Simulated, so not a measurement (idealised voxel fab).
The document below concerns the process module designated voxel lift off.
Section cut is 155 nm wide and gridded with 5 nm square cells.
In what follows, cross-sections appear as grids of square cells, described through bands that run from the top down, where every band is one or more rows of cells.
It is stipulated that each band's entry specify, in nanometres, the height of the top of the band and then that of its bottom, followed by the materials of the band in left-to-right sequence, each together with its width in nanometres. A single material marked by the word "all across" is understood to fill the band from edge to edge; the word "empty" is understood to denote empty space.
We count height from 0. Below that, the starting wafer is all one material. The lowest band never ends at the bottom but goes on down; see "top 0, no bottom" for how that is written.
The expression "30->40" gives the width at the extremes of the band, the first number at its top row of cells and the second at its bottom row, with the width changing by equal amounts from each row to the next in between.
A step reported as "remains unaltered" is a step in which no cell of the cross-section changed.
Empty spaces counting at least 8 cells and having no open way to the top are listed in "Enclosed cavities". The notation width x height at distance is used for each, the distance being from the left edge and all three values in nm.
If you see something after the settings on a step's line, that's the simulator's own remark about that step.
For masked steps, "overlay nm" on the step line gives how far right of plan the mask actually lay; a minus sign means it lay to the left.

-- The planned process steps are enumerated hereunder
1) RECEIVE, material Si
2) CONFORMAL_DEP, material SiO2, thk nm 15
3) PATTERN, tone open, mask id LINES, material resist, width nm 20, pitch nm 50, thk nm 30, overlay nm 0
4) DIRECTIONAL_DEP, material Ru, thk nm 15
5) STRIP, etch materials resist
6) CONFORMAL_DEP, material SiCN, thk nm 10

-- Cross-sectional view of the wafer in its as-received condition, corresponding to the state after step 1
- top 0, no bottom = Si all across
- Enclosed cavities: none

-- End-of-module cross-section of the first of two wafers, processed as planned
- top 40, bottom 30 = 5 empty  40 SiCN  10 empty  40 SiCN  10 empty  40 SiCN  10 empty
- top 30, bottom 25 = 5 empty  10 SiCN  20 Ru  10 SiCN  10 empty  10 SiCN  20 Ru  10 SiCN  10 empty  10 SiCN  20 Ru  10 SiCN  10 empty
- top 25, bottom 15 = 15 SiCN  20 Ru  30 SiCN  20 Ru  30 SiCN  20 Ru  20 SiCN
- top 15, bottom 0 = SiO2 all across
- top 0, no bottom = Si all across
- Enclosed cavities: none

-- What the second wafer looks like in cross-section once the module is done. Its start and its plan matched the first wafer's exactly; what differed was one mistake in how it was run
- top 40, bottom 30 = 5 empty  40 SiCN  10 empty  40 SiCN  10 empty  40 SiCN  10 empty
- top 30, bottom 25 = 5 empty  10 SiCN  20 SiO2  10 SiCN  10 empty  10 SiCN  20 SiO2  10 SiCN  10 empty  10 SiCN  20 SiO2  10 SiCN  10 empty
- top 25, bottom 15 = 15 SiCN  20 SiO2  30 SiCN  20 SiO2  30 SiCN  20 SiO2  20 SiCN
- top 15, bottom 0 = SiO2 all across
- top 0, no bottom = Si all across
- Enclosed cavities: none
Diagnosis: step 4 ran with different settings than intended, the actual operation and settings being DIRECTIONAL_DEP, material SiO2, thk nm 15
Counted in cells at the end, the second wafer holds more or fewer of these materials than the first: Ru: 36 fewer, SiO2: 36 more
